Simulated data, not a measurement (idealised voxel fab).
The name of this process module is voxel ribs on slabs.
Square cells of 5 nm make up the cross-section cut, whose width is 140 nm.
When this document writes out a cross-section, it uses a grid of square cells and lists it as bands, beginning at the top and moving down, with a band standing for one or more rows of cells.
Heights first: top, then bottom, in nm. Then materials, left to right, each with a width in nm. "edge to edge" on a single material: fills the band edge to edge. "empty": empty space.
We count height from 0. Below that, the starting wafer is all one material. The lowest band never ends at the bottom but goes on down; see "top 0, no bottom" for how that is written.
Note: "30->40" means the width goes from the first number (top row of the band) to the second number (bottom row) in equal steps per row of cells.
Basically "no change" means that step didn't change any cell in the cross-section.
Closed-off voids of 8+ cells (no open route to the top) go in "Fully sealed cavities", written width x height at distance from the left edge, in nm.
On each step's line, the part that comes after the settings is the simulator's own comment on the step.
On any step carrying a mask, the "overlay nm" setting, if present on the step's line, tells how far right of its planned place the mask lay; negative values point to the left.

# plan
| 1 | RECEIVE (material Si) |
| 2 | DIRECTIONAL_DEP (material SiO2; thk nm 20) |
| 3 | DIRECTIONAL_DEP (material polySi; thk nm 25) |
| 4 | PATTERN (tone cover; mask id RIB; material resist; width nm 30; thk nm 15; overlay nm 0) |
| 5 | DIRECTIONAL_ETCH (etch materials polySi; depth nm 10) |
| 6 | STRIP (etch materials resist) |
| 7 | DIRECTIONAL_DEP (material aC; thk nm 15) |
| 8 | PATTERN (tone cover; mask id SLAB; material resist; width nm 90; thk nm 30; overlay nm 0) |
| 9 | DIRECTIONAL_ETCH (etch materials aC; depth nm 15) |
| 10 | STRIP (etch materials resist) |
| 11 | DIRECTIONAL_ETCH (etch materials polySi; depth nm 15) |
| 12 | STRIP (etch materials aC) |
| 13 | FILL_DEP (material SiO2; thk nm 25) |
| 14 | CMP (height nm 60) |
| 15 | DIRECTIONAL_DEP (material W; thk nm 10) |
| 16 | MASKED_ETCH (tone cover; mask id HEATER; width nm 40; etch materials W; depth nm 10; overlay nm 0) |
| 17 | CONFORMAL_DEP (material SiN; thk nm 10) |

# As-received wafer cross-section (after step 1)
	top 0, no bottom: Si edge to edge
	Fully sealed cavities: none

# Module complete, cross-section. Starting point and plan per above. One mistake made in running the module
	top 80, bottom 70: 40 empty  60 SiN  40 empty
	top 70, bottom 60: 50 SiN  40 W  50 SiN
	top 60, bottom 55: 55 SiO2  30 polySi  55 SiO2
	top 55, bottom 40: 25 SiO2  90 polySi  25 SiO2
	top 40, bottom 0: SiO2 edge to edge
	top 0, no bottom: Si edge to edge
	Fully sealed cavities: none
So what did we get wrong on this run? step 2 of the plan was executed twice over
